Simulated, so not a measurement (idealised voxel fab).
Process module under the name voxel released beams
Section cut is 215 nm wide and gridded with 5 nm square cells.
A cross-section in this document is a grid of square cells, and it is written down as bands, the top band listed before the ones below it; a band is made up of one or more rows of cells.
Heads up on the band format: heights come first, top then bottom, in nm. After that it's the materials left to right, each with its width in nm. A single material flagged "all across" fills the whole band edge to edge, and "empty" means there's empty space there.
Ref level 0: as-received wafer is one material below here. Bottom band extends down with no lower bound ("from 0 down").
It should be noted that a width expressed as "30 to 40" varies in equal increments from row to row of cells within the band, taking the value of the first number at the top row and that of the second number at the bottom row.
"remains unaltered" means the step left every cell of the cross-section as it was.
Voids not open to the top, 8 cells minimum: see "Closed void roster". Written width x height at distance; distance is from the left edge; nm.
Whatever follows a step's settings on its line is a remark the simulator itself makes about that step.
overlay nm: for a step with a mask, the amount by which the mask lay right of where it was planned; a negative amount means left of it.
## List of planned process steps
1. RECEIVE, material Si
2. CONFORMAL_DEP, material SiN, thk nm 5
3. DIRECTIONAL_DEP, material SiO2, thk nm 15
4. DIRECTIONAL_DEP, material aC, thk nm 15
5. PATTERN, tone open, mask id ANCHOR, material resist, width nm 30, thk nm 35, overlay nm 0
6. DIRECTIONAL_ETCH, etch materials aC, depth nm 15
7. STRIP, etch materials resist
8. DIRECTIONAL_ETCH, etch materials SiO2, depth nm 15
9. STRIP, etch materials aC
10. CONFORMAL_DEP, material TiN, thk nm 10
11. DIRECTIONAL_DEP, material aC, thk nm 10
12. PATTERN, tone cover, mask id BEAM, material resist, width nm 105, thk nm 30, overlay nm 0
13. DIRECTIONAL_ETCH, etch materials aC, depth nm 10
14. STRIP, etch materials resist
15. DIRECTIONAL_ETCH, etch materials TiN, depth nm 10
16. STRIP, etch materials aC
17. STRIP, etch materials SiO2
## Wafer as received: cross-section following step 1
    from 0 down = Si all across
    Closed void roster: none
## Here's the wafer cut in cross-section after the module, started and planned just like above, except one thing was done wrong in the run
    from 30 to 20 = 50 of empty, then 105 of TiN, then 60 of empty
    from 20 to 0 = SiN all across
    from 0 down = Si all across
    Closed void roster: none
Deviation noted in wafer processing: step 3 ran as: DIRECTIONAL_DEP, material SiN, thk nm 15
